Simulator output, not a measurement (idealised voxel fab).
The process module presented herein is designated voxel wiring stack.
The figure presents cross-section cut, which has a width of 240 nm and is divided into square cells with an edge length of 5 nm.
Square cells in a grid make up a cross-section in this document, and the grid is given as bands, listed from the top down, each one or more rows of cells.
Band: top and bottom heights (nm) first, top before bottom; then materials from left to right, widths in nm. "everywhere" marks a sole material filling the band edge to edge. "empty" denotes empty space.
Heights are expressed relative to 0, this being the level below which the as-received wafer comprises one material exclusively. The lowest band is unbounded in the downward direction and is denoted as in "0 -> down".
A width given as "30->40" starts at the first number in the band's top row and ends at the second number in its bottom row, shifting by an equal amount at every step from row to row.
Where a step carries "no alteration", the cross-section came out of it unchanged, cell for cell.
In "Closed void inventory" the enclosed voids are listed, meaning empty spaces of 8 cells or larger without any opening to the top. The form is width x height at distance, distance from the left edge, units nm.
Whatever follows a step's settings on its line is a remark the simulator itself makes about that step.
overlay nm: step with mask; distance mask lay right of planned place; negative value = left of planned place.

[Planned process steps]
step 1: RECEIVE, material Si
step 2: CONFORMAL_DEP, material SiO2, thk nm 15
step 3: DIRECTIONAL_DEP, material TiN, thk nm 5
step 4: DIRECTIONAL_DEP, material Ru, thk nm 15
step 5: PATTERN, tone cover, mask id METAL_1, material resist, width nm 25, pitch nm 55, thk nm 15, overlay nm 0
step 6: DIRECTIONAL_ETCH, etch materials Ru, depth nm 15
step 7: DIRECTIONAL_ETCH, etch materials TiN, depth nm 5
step 8: STRIP, etch materials resist
step 9: CONFORMAL_DEP, material SiCN, thk nm 5
step 10: FILL_DEP, material lowk, thk nm 5
step 11: CMP, height nm 35
step 12: CONFORMAL_DEP, material SiCN, thk nm 5
step 13: DIRECTIONAL_DEP, material SiO2, thk nm 30
step 14: DIRECTIONAL_DEP, material aC, thk nm 10
step 15: PATTERN, tone open, mask id METAL_2_HOLES, material resist, width nm 15, pitch nm 55, thk nm 25, overlay nm 0
step 16: DIRECTIONAL_ETCH, etch materials aC, depth nm 10
step 17: STRIP, etch materials resist
step 18: DIRECTIONAL_ETCH, etch materials SiO2, depth nm 30
step 19: STRIP, etch materials aC
step 20: DIRECTIONAL_DEP, material aC, thk nm 15
step 21: PATTERN, tone open, mask id METAL_2, material resist, width nm 25, pitch nm 55, thk nm 35, overlay nm 0
step 22: DIRECTIONAL_ETCH, etch materials aC, depth nm 15
step 23: STRIP, etch materials resist
step 24: DIRECTIONAL_ETCH, etch materials SiO2, depth nm 15
step 25: DIRECTIONAL_ETCH, etch materials SiCN, depth nm 5
step 26: STRIP, etch materials aC
step 27: CONFORMAL_DEP, material TiN, thk nm 5
step 28: FILL_DEP, material Ru, thk nm 5
step 29: CMP, height nm 70
step 30: CONFORMAL_DEP, material SiCN, thk nm 5

[First wafer, two in total, run as planned]

[So this is the incoming wafer in cross-section - it's already been through step 1]
- 0 -> down = Si everywhere
- Closed void inventory: none

[Wafer after step 2 (cross-section)]
- 15 -> 0 = SiO2 everywhere
- For the remainder of the cross-section, below 0, there is no change.

[Wafer after step 3 (cross-section)]
- 20 -> 15 = TiN everywhere
- For the remainder of the cross-section, below 15, there is no change.

[Wafer after step 4 (cross-section)]
- 35 -> 20 = Ru everywhere
- For the remainder of the cross-section, below 20, there is no change.

[Wafer after step 5 (cross-section)]
- 50 -> 35 = empty 50 nm, then resist 25 nm, then empty 30 nm, then resist 25 nm, then empty 30 nm, then resist 25 nm, then empty 55 nm
- For the remainder of the cross-section, below 35, there is no change.

[Wafer after step 6 (cross-section)]
- 50 -> 35 = empty 50 nm, then resist 25 nm, then empty 30 nm, then resist 25 nm, then empty 30 nm, then resist 25 nm, then empty 55 nm
- 35 -> 20 = empty 50 nm, then Ru 25 nm, then empty 30 nm, then Ru 25 nm, then empty 30 nm, then Ru 25 nm, then empty 55 nm
- For the remainder of the cross-section, below 20, there is no change.

[Wafer after step 7 (cross-section)]
- 50 -> 35 = empty 50 nm, then resist 25 nm, then empty 30 nm, then resist 25 nm, then empty 30 nm, then resist 25 nm, then empty 55 nm
- 35 -> 20 = empty 50 nm, then Ru 25 nm, then empty 30 nm, then Ru 25 nm, then empty 30 nm, then Ru 25 nm, then empty 55 nm
- 20 -> 15 = empty 50 nm, then TiN 25 nm, then empty 30 nm, then TiN 25 nm, then empty 30 nm, then TiN 25 nm, then empty 55 nm
- For the remainder of the cross-section, below 15, there is no change.

[Wafer after step 8 (cross-section)]
- 35 -> 20 = empty 50 nm, then Ru 25 nm, then empty 30 nm, then Ru 25 nm, then empty 30 nm, then Ru 25 nm, then empty 55 nm
- For the remainder of the cross-section, below 20, there is no change.

[Wafer after step 9 (cross-section)]
- 40 -> 35 = empty 45 nm, then SiCN 35 nm, then empty 20 nm, then SiCN 35 nm, then empty 20 nm, then SiCN 35 nm, then empty 50 nm
- 35 -> 20 = empty 45 nm, then SiCN 5 nm, then Ru 25 nm, then SiCN 5 nm, then empty 20 nm, then SiCN 5 nm, then Ru 25 nm, then SiCN 5 nm, then empty 20 nm, then SiCN 5 nm, then Ru 25 nm, then SiCN 5 nm, then empty 50 nm
- 20 -> 15 = SiCN 50 nm, then TiN 25 nm, then SiCN 30 nm, then TiN 25 nm, then SiCN 30 nm, then TiN 25 nm, then SiCN 55 nm
- For the remainder of the cross-section, below 15, there is no change.

[Wafer after step 10 (cross-section)]
- 45 -> 40 = lowk everywhere
- 40 -> 35 = lowk 45 nm, then SiCN 35 nm, then lowk 20 nm, then SiCN 35 nm, then lowk 20 nm, then SiCN 35 nm, then lowk 50 nm
- 35 -> 20 = lowk 45 nm, then SiCN 5 nm, then Ru 25 nm, then SiCN 5 nm, then lowk 20 nm, then SiCN 5 nm, then Ru 25 nm, then SiCN 5 nm, then lowk 20 nm, then SiCN 5 nm, then Ru 25 nm, then SiCN 5 nm, then lowk 50 nm
- For the remainder of the cross-section, below 20, there is no change.

[Wafer after step 11 (cross-section)]
- 35 -> 20 = lowk 45 nm, then SiCN 5 nm, then Ru 25 nm, then SiCN 5 nm, then lowk 20 nm, then SiCN 5 nm, then Ru 25 nm, then SiCN 5 nm, then lowk 20 nm, then SiCN 5 nm, then Ru 25 nm, then SiCN 5 nm, then lowk 50 nm
- For the remainder of the cross-section, below 20, there is no change.

[Wafer after step 12 (cross-section)]
- 40 -> 35 = SiCN everywhere
- For the remainder of the cross-section, below 35, there is no change.

[Wafer after step 13 (cross-section)]
- 70 -> 40 = SiO2 everywhere
- For the remainder of the cross-section, below 40, there is no change.

[Wafer after step 14 (cross-section)]
- 80 -> 70 = aC everywhere
- For the remainder of the cross-section, below 70, there is no change.

[Wafer after step 15 (cross-section)]
- 105 -> 80 = resist 50 nm, then empty 15 nm, then resist 40 nm, then empty 15 nm, then resist 40 nm, then empty 15 nm, then resist 65 nm
- For the remainder of the cross-section, below 80, there is no change.

[Wafer after step 16 (cross-section)]
- 95 -> 80 = resist 50 nm, then empty 15 nm, then resist 40 nm, then empty 15 nm, then resist 40 nm, then empty 15 nm, then resist 65 nm
- 80 -> 70 = aC 50 nm, then empty 15 nm, then aC 40 nm, then empty 15 nm, then aC 40 nm, then empty 15 nm, then aC 65 nm
- For the remainder of the cross-section, below 70, there is no change.

[Wafer after step 17 (cross-section)]
- 80 -> 70 = aC 50 nm, then empty 15 nm, then aC 40 nm, then empty 15 nm, then aC 40 nm, then empty 15 nm, then aC 65 nm
- For the remainder of the cross-section, below 70, there is no change.

[Wafer after step 18 (cross-section)]
- 80 -> 70 = aC 50 nm, then empty 15 nm, then aC 40 nm, then empty 15 nm, then aC 40 nm, then empty 15 nm, then aC 65 nm
- 70 -> 40 = SiO2 50 nm, then empty 15 nm, then SiO2 40 nm, then empty 15 nm, then SiO2 40 nm, then empty 15 nm, then SiO2 65 nm
- For the remainder of the cross-section, below 40, there is no change.

[Wafer after step 19 (cross-section)]
- 70 -> 40 = SiO2 50 nm, then empty 15 nm, then SiO2 40 nm, then empty 15 nm, then SiO2 40 nm, then empty 15 nm, then SiO2 65 nm
- For the remainder of the cross-section, below 40, there is no change.

[Wafer after step 20 (cross-section)]
- 85 -> 70 = aC 50 nm, then empty 15 nm, then aC 40 nm, then empty 15 nm, then aC 40 nm, then empty 15 nm, then aC 65 nm
- 70 -> 55 = SiO2 50 nm, then empty 15 nm, then SiO2 40 nm, then empty 15 nm, then SiO2 40 nm, then empty 15 nm, then SiO2 65 nm
- 55 -> 40 = SiO2 50 nm, then aC 15 nm, then SiO2 40 nm, then aC 15 nm, then SiO2 40 nm, then aC 15 nm, then SiO2 65 nm
- For the remainder of the cross-section, below 40, there is no change.

[Wafer after step 21 (cross-section)]
- 120 -> 85 = resist 50 nm, then empty 25 nm, then resist 30 nm, then empty 25 nm, then resist 30 nm, then empty 25 nm, then resist 55 nm
- For the remainder of the cross-section, below 85, there is no change.

[Wafer after step 22 (cross-section)]
- 105 -> 85 = resist 50 nm, then empty 25 nm, then resist 30 nm, then empty 25 nm, then resist 30 nm, then empty 25 nm, then resist 55 nm
- 85 -> 70 = aC 50 nm, then empty 25 nm, then aC 30 nm, then empty 25 nm, then aC 30 nm, then empty 25 nm, then aC 55 nm
- 70 -> 40 = SiO2 50 nm, then empty 15 nm, then SiO2 40 nm, then empty 15 nm, then SiO2 40 nm, then empty 15 nm, then SiO2 65 nm
- For the remainder of the cross-section, below 40, there is no change.

[Wafer after step 23 (cross-section)]
- 85 -> 70 = aC 50 nm, then empty 25 nm, then aC 30 nm, then empty 25 nm, then aC 30 nm, then empty 25 nm, then aC 55 nm
- For the remainder of the cross-section, below 70, there is no change.

[Wafer after step 24 (cross-section)]
- 85 -> 70 = aC 50 nm, then empty 25 nm, then aC 30 nm, then empty 25 nm, then aC 30 nm, then empty 25 nm, then aC 55 nm
- 70 -> 55 = SiO2 50 nm, then empty 25 nm, then SiO2 30 nm, then empty 25 nm, then SiO2 30 nm, then empty 25 nm, then SiO2 55 nm
- For the remainder of the cross-section, below 55, there is no change.

[Wafer after step 25 (cross-section)]
- 85 -> 70 = aC 50 nm, then empty 25 nm, then aC 30 nm, then empty 25 nm, then aC 30 nm, then empty 25 nm, then aC 55 nm
- 70 -> 55 = SiO2 50 nm, then empty 25 nm, then SiO2 30 nm, then empty 25 nm, then SiO2 30 nm, then empty 25 nm, then SiO2 55 nm
- 55 -> 40 = SiO2 50 nm, then empty 15 nm, then SiO2 40 nm, then empty 15 nm, then SiO2 40 nm, then empty 15 nm, then SiO2 65 nm
- 40 -> 35 = SiCN 50 nm, then empty 15 nm, then SiCN 40 nm, then empty 15 nm, then SiCN 40 nm, then empty 15 nm, then SiCN 65 nm
- For the remainder of the cross-section, below 35, there is no change.

[Wafer after step 26 (cross-section)]
- 70 -> 55 = SiO2 50 nm, then empty 25 nm, then SiO2 30 nm, then empty 25 nm, then SiO2 30 nm, then empty 25 nm, then SiO2 55 nm
- For the remainder of the cross-section, below 55, there is no change.

[Wafer after step 27 (cross-section)]
- 75 -> 70 = TiN 55 nm, then empty 15 nm, then TiN 40 nm, then empty 15 nm, then TiN 40 nm, then empty 15 nm, then TiN 60 nm
- 70 -> 60 = SiO2 50 nm, then TiN 5 nm, then empty 15 nm, then TiN 5 nm, then SiO2 30 nm, then TiN 5 nm, then empty 15 nm, then TiN 5 nm, then SiO2 30 nm, then TiN 5 nm, then empty 15 nm, then TiN 5 nm, then SiO2 55 nm
- 60 -> 55 = SiO2 50 nm, then TiN 5 nm, then empty 5 nm, then TiN 15 nm, then SiO2 30 nm, then TiN 5 nm, then empty 5 nm, then TiN 15 nm, then SiO2 30 nm, then TiN 5 nm, then empty 5 nm, then TiN 15 nm, then SiO2 55 nm
- 55 -> 40 = SiO2 50 nm, then TiN 5 nm, then empty 5 nm, then TiN 5 nm, then SiO2 40 nm, then TiN 5 nm, then empty 5 nm, then TiN 5 nm, then SiO2 40 nm, then TiN 5 nm, then empty 5 nm, then TiN 5 nm, then SiO2 65 nm
- 40 -> 35 = SiCN 50 nm, then TiN 15 nm, then SiCN 40 nm, then TiN 15 nm, then SiCN 40 nm, then TiN 15 nm, then SiCN 65 nm
- For the remainder of the cross-section, below 35, there is no change.

[Wafer after step 28 (cross-section)]
- 80 -> 75 = Ru everywhere
- 75 -> 70 = TiN 55 nm, then Ru 15 nm, then TiN 40 nm, then Ru 15 nm, then TiN 40 nm, then Ru 15 nm, then TiN 60 nm
- 70 -> 60 = SiO2 50 nm, then TiN 5 nm, then Ru 15 nm, then TiN 5 nm, then SiO2 30 nm, then TiN 5 nm, then Ru 15 nm, then TiN 5 nm, then SiO2 30 nm, then TiN 5 nm, then Ru 15 nm, then TiN 5 nm, then SiO2 55 nm
- 60 -> 55 = SiO2 50 nm, then TiN 5 nm, then Ru 5 nm, then TiN 15 nm, then SiO2 30 nm, then TiN 5 nm, then Ru 5 nm, then TiN 15 nm, then SiO2 30 nm, then TiN 5 nm, then Ru 5 nm, then TiN 15 nm, then SiO2 55 nm
- 55 -> 40 = SiO2 50 nm, then TiN 5 nm, then Ru 5 nm, then TiN 5 nm, then SiO2 40 nm, then TiN 5 nm, then Ru 5 nm, then TiN 5 nm, then SiO2 40 nm, then TiN 5 nm, then Ru 5 nm, then TiN 5 nm, then SiO2 65 nm
- For the remainder of the cross-section, below 40, there is no change.

[Wafer after step 29 (cross-section)]
- 70 -> 60 = SiO2 50 nm, then TiN 5 nm, then Ru 15 nm, then TiN 5 nm, then SiO2 30 nm, then TiN 5 nm, then Ru 15 nm, then TiN 5 nm, then SiO2 30 nm, then TiN 5 nm, then Ru 15 nm, then TiN 5 nm, then SiO2 55 nm
- For the remainder of the cross-section, below 60, there is no change.

[Wafer after step 30 (cross-section)]
- 75 -> 70 = SiCN everywhere
- For the remainder of the cross-section, below 70, there is no change.

[Wafer two. Same start, same plan, one slip in execution. Same as wafer one through step 4, inclusive]

[Second wafer, section view, time point: scheduled end of step 5]
- 50 -> 35 = resist 50 nm, then empty 25 nm, then resist 30 nm, then empty 25 nm, then resist 30 nm, then empty 25 nm, then resist 55 nm
- For the remainder of the cross-section, below 35, there is no change.

[Second wafer, section view, time point: scheduled end of step 6]
- 50 -> 35 = resist 50 nm, then empty 25 nm, then resist 30 nm, then empty 25 nm, then resist 30 nm, then empty 25 nm, then resist 55 nm
- 35 -> 20 = Ru 50 nm, then empty 25 nm, then Ru 30 nm, then empty 25 nm, then Ru 30 nm, then empty 25 nm, then Ru 55 nm
- For the remainder of the cross-section, below 20, there is no change.

[Second wafer, section view, time point: scheduled end of step 7]
- 50 -> 35 = resist 50 nm, then empty 25 nm, then resist 30 nm, then empty 25 nm, then resist 30 nm, then empty 25 nm, then resist 55 nm
- 35 -> 20 = Ru 50 nm, then empty 25 nm, then Ru 30 nm, then empty 25 nm, then Ru 30 nm, then empty 25 nm, then Ru 55 nm
- 20 -> 15 = TiN 50 nm, then empty 25 nm, then TiN 30 nm, then empty 25 nm, then TiN 30 nm, then empty 25 nm, then TiN 55 nm
- For the remainder of the cross-section, below 15, there is no change.

[Second wafer, section view, time point: scheduled end of step 8]
- 35 -> 20 = Ru 50 nm, then empty 25 nm, then Ru 30 nm, then empty 25 nm, then Ru 30 nm, then empty 25 nm, then Ru 55 nm
- For the remainder of the cross-section, below 20, there is no change.

[Second wafer, section view, time point: scheduled end of step 9]
- 40 -> 35 = SiCN 55 nm, then empty 15 nm, then SiCN 40 nm, then empty 15 nm, then SiCN 40 nm, then empty 15 nm, then SiCN 60 nm
- 35 -> 20 = Ru 50 nm, then SiCN 5 nm, then empty 15 nm, then SiCN 5 nm, then Ru 30 nm, then SiCN 5 nm, then empty 15 nm, then SiCN 5 nm, then Ru 30 nm, then SiCN 5 nm, then empty 15 nm, then SiCN 5 nm, then Ru 55 nm
- 20 -> 15 = TiN 50 nm, then SiCN 25 nm, then TiN 30 nm, then SiCN 25 nm, then TiN 30 nm, then SiCN 25 nm, then TiN 55 nm
- For the remainder of the cross-section, below 15, there is no change.

[Second wafer, section view, time point: scheduled end of step 10]
- 45 -> 40 = lowk everywhere
- 40 -> 35 = SiCN 55 nm, then lowk 15 nm, then SiCN 40 nm, then lowk 15 nm, then SiCN 40 nm, then lowk 15 nm, then SiCN 60 nm
- 35 -> 20 = Ru 50 nm, then SiCN 5 nm, then lowk 15 nm, then SiCN 5 nm, then Ru 30 nm, then SiCN 5 nm, then lowk 15 nm, then SiCN 5 nm, then Ru 30 nm, then SiCN 5 nm, then lowk 15 nm, then SiCN 5 nm, then Ru 55 nm
- For the remainder of the cross-section, below 20, there is no change.

[Second wafer, section view, time point: scheduled end of step 11]
- 35 -> 20 = Ru 50 nm, then SiCN 5 nm, then lowk 15 nm, then SiCN 5 nm, then Ru 30 nm, then SiCN 5 nm, then lowk 15 nm, then SiCN 5 nm, then Ru 30 nm, then SiCN 5 nm, then lowk 15 nm, then SiCN 5 nm, then Ru 55 nm
- For the remainder of the cross-section, below 20, there is no change.

[Second wafer, section view, time point: scheduled end of step 12]
- 40 -> 35 = SiCN everywhere
- For the remainder of the cross-section, below 35, there is no change.

[Second wafer, section view, time point: scheduled end of step 13]
- 70 -> 40 = SiO2 everywhere
- For the remainder of the cross-section, below 40, there is no change.

[Second wafer, section view, time point: scheduled end of step 14]
- 80 -> 70 = aC everywhere
- For the remainder of the cross-section, below 70, there is no change.

[Second wafer, section view, time point: scheduled end of step 15]
- 105 -> 80 = resist 50 nm, then empty 15 nm, then resist 40 nm, then empty 15 nm, then resist 40 nm, then empty 15 nm, then resist 65 nm
- For the remainder of the cross-section, below 80, there is no change.

[Second wafer, section view, time point: scheduled end of step 16]
- 95 -> 80 = resist 50 nm, then empty 15 nm, then resist 40 nm, then empty 15 nm, then resist 40 nm, then empty 15 nm, then resist 65 nm
- 80 -> 70 = aC 50 nm, then empty 15 nm, then aC 40 nm, then empty 15 nm, then aC 40 nm, then empty 15 nm, then aC 65 nm
- For the remainder of the cross-section, below 70, there is no change.

[Second wafer, section view, time point: scheduled end of step 17]
- 80 -> 70 = aC 50 nm, then empty 15 nm, then aC 40 nm, then empty 15 nm, then aC 40 nm, then empty 15 nm, then aC 65 nm
- For the remainder of the cross-section, below 70, there is no change.

[Second wafer, section view, time point: scheduled end of step 18]
- 80 -> 70 = aC 50 nm, then empty 15 nm, then aC 40 nm, then empty 15 nm, then aC 40 nm, then empty 15 nm, then aC 65 nm
- 70 -> 40 = SiO2 50 nm, then empty 15 nm, then SiO2 40 nm, then empty 15 nm, then SiO2 40 nm, then empty 15 nm, then SiO2 65 nm
- For the remainder of the cross-section, below 40, there is no change.

[Second wafer, section view, time point: scheduled end of step 19]
- 70 -> 40 = SiO2 50 nm, then empty 15 nm, then SiO2 40 nm, then empty 15 nm, then SiO2 40 nm, then empty 15 nm, then SiO2 65 nm
- For the remainder of the cross-section, below 40, there is no change.

[Second wafer, section view, time point: scheduled end of step 20]
- 85 -> 70 = aC 50 nm, then empty 15 nm, then aC 40 nm, then empty 15 nm, then aC 40 nm, then empty 15 nm, then aC 65 nm
- 70 -> 55 = SiO2 50 nm, then empty 15 nm, then SiO2 40 nm, then empty 15 nm, then SiO2 40 nm, then empty 15 nm, then SiO2 65 nm
- 55 -> 40 = SiO2 50 nm, then aC 15 nm, then SiO2 40 nm, then aC 15 nm, then SiO2 40 nm, then aC 15 nm, then SiO2 65 nm
- For the remainder of the cross-section, below 40, there is no change.

[Second wafer, section view, time point: scheduled end of step 21]
- 120 -> 85 = resist 50 nm, then empty 25 nm, then resist 30 nm, then empty 25 nm, then resist 30 nm, then empty 25 nm, then resist 55 nm
- For the remainder of the cross-section, below 85, there is no change.

[Second wafer, section view, time point: scheduled end of step 22]
- 105 -> 85 = resist 50 nm, then empty 25 nm, then resist 30 nm, then empty 25 nm, then resist 30 nm, then empty 25 nm, then resist 55 nm
- 85 -> 70 = aC 50 nm, then empty 25 nm, then aC 30 nm, then empty 25 nm, then aC 30 nm, then empty 25 nm, then aC 55 nm
- 70 -> 40 = SiO2 50 nm, then empty 15 nm, then SiO2 40 nm, then empty 15 nm, then SiO2 40 nm, then empty 15 nm, then SiO2 65 nm
- For the remainder of the cross-section, below 40, there is no change.

[Second wafer, section view, time point: scheduled end of step 23]
- 85 -> 70 = aC 50 nm, then empty 25 nm, then aC 30 nm, then empty 25 nm, then aC 30 nm, then empty 25 nm, then aC 55 nm
- For the remainder of the cross-section, below 70, there is no change.

[Second wafer, section view, time point: scheduled end of step 24]
- 85 -> 70 = aC 50 nm, then empty 25 nm, then aC 30 nm, then empty 25 nm, then aC 30 nm, then empty 25 nm, then aC 55 nm
- 70 -> 55 = SiO2 50 nm, then empty 25 nm, then SiO2 30 nm, then empty 25 nm, then SiO2 30 nm, then empty 25 nm, then SiO2 55 nm
- For the remainder of the cross-section, below 55, there is no change.

[Second wafer, section view, time point: scheduled end of step 25]
- 85 -> 70 = aC 50 nm, then empty 25 nm, then aC 30 nm, then empty 25 nm, then aC 30 nm, then empty 25 nm, then aC 55 nm
- 70 -> 55 = SiO2 50 nm, then empty 25 nm, then SiO2 30 nm, then empty 25 nm, then SiO2 30 nm, then empty 25 nm, then SiO2 55 nm
- 55 -> 40 = SiO2 50 nm, then empty 15 nm, then SiO2 40 nm, then empty 15 nm, then SiO2 40 nm, then empty 15 nm, then SiO2 65 nm
- 40 -> 35 = SiCN 50 nm, then empty 15 nm, then SiCN 40 nm, then empty 15 nm, then SiCN 40 nm, then empty 15 nm, then SiCN 65 nm
- For the remainder of the cross-section, below 35, there is no change.

[Second wafer, section view, time point: scheduled end of step 26]
- 70 -> 55 = SiO2 50 nm, then empty 25 nm, then SiO2 30 nm, then empty 25 nm, then SiO2 30 nm, then empty 25 nm, then SiO2 55 nm
- For the remainder of the cross-section, below 55, there is no change.

[Second wafer, section view, time point: scheduled end of step 27]
- 75 -> 70 = TiN 55 nm, then empty 15 nm, then TiN 40 nm, then empty 15 nm, then TiN 40 nm, then empty 15 nm, then TiN 60 nm
- 70 -> 60 = SiO2 50 nm, then TiN 5 nm, then empty 15 nm, then TiN 5 nm, then SiO2 30 nm, then TiN 5 nm, then empty 15 nm, then TiN 5 nm, then SiO2 30 nm, then TiN 5 nm, then empty 15 nm, then TiN 5 nm, then SiO2 55 nm
- 60 -> 55 = SiO2 50 nm, then TiN 5 nm, then empty 5 nm, then TiN 15 nm, then SiO2 30 nm, then TiN 5 nm, then empty 5 nm, then TiN 15 nm, then SiO2 30 nm, then TiN 5 nm, then empty 5 nm, then TiN 15 nm, then SiO2 55 nm
- 55 -> 40 = SiO2 50 nm, then TiN 5 nm, then empty 5 nm, then TiN 5 nm, then SiO2 40 nm, then TiN 5 nm, then empty 5 nm, then TiN 5 nm, then SiO2 40 nm, then TiN 5 nm, then empty 5 nm, then TiN 5 nm, then SiO2 65 nm
- 40 -> 35 = SiCN 50 nm, then TiN 15 nm, then SiCN 40 nm, then TiN 15 nm, then SiCN 40 nm, then TiN 15 nm, then SiCN 65 nm
- For the remainder of the cross-section, below 35, there is no change.

[Second wafer, section view, time point: scheduled end of step 28]
- 80 -> 75 = Ru everywhere
- 75 -> 70 = TiN 55 nm, then Ru 15 nm, then TiN 40 nm, then Ru 15 nm, then TiN 40 nm, then Ru 15 nm, then TiN 60 nm
- 70 -> 60 = SiO2 50 nm, then TiN 5 nm, then Ru 15 nm, then TiN 5 nm, then SiO2 30 nm, then TiN 5 nm, then Ru 15 nm, then TiN 5 nm, then SiO2 30 nm, then TiN 5 nm, then Ru 15 nm, then TiN 5 nm, then SiO2 55 nm
- 60 -> 55 = SiO2 50 nm, then TiN 5 nm, then Ru 5 nm, then TiN 15 nm, then SiO2 30 nm, then TiN 5 nm, then Ru 5 nm, then TiN 15 nm, then SiO2 30 nm, then TiN 5 nm, then Ru 5 nm, then TiN 15 nm, then SiO2 55 nm
- 55 -> 40 = SiO2 50 nm, then TiN 5 nm, then Ru 5 nm, then TiN 5 nm, then SiO2 40 nm, then TiN 5 nm, then Ru 5 nm, then TiN 5 nm, then SiO2 40 nm, then TiN 5 nm, then Ru 5 nm, then TiN 5 nm, then SiO2 65 nm
- For the remainder of the cross-section, below 40, there is no change.

[Second wafer, section view, time point: scheduled end of step 29]
- 70 -> 60 = SiO2 50 nm, then TiN 5 nm, then Ru 15 nm, then TiN 5 nm, then SiO2 30 nm, then TiN 5 nm, then Ru 15 nm, then TiN 5 nm, then SiO2 30 nm, then TiN 5 nm, then Ru 15 nm, then TiN 5 nm, then SiO2 55 nm
- For the remainder of the cross-section, below 60, there is no change.

[Second wafer, section view, time point: scheduled end of step 30]
- 75 -> 70 = SiCN everywhere
- For the remainder of the cross-section, below 70, there is no change.
what went wrong: step 5 did not happen as planned, as run it was PATTERN, tone open, mask id METAL_1, material resist, width nm 25, pitch nm 55, thk nm 15, overlay nm 0
Once processing is complete, comparing cell counts shows that the second wafer has more or fewer of certain materials than the first: +54 Ru, -18 SiCN, +18 TiN, -54 lowk
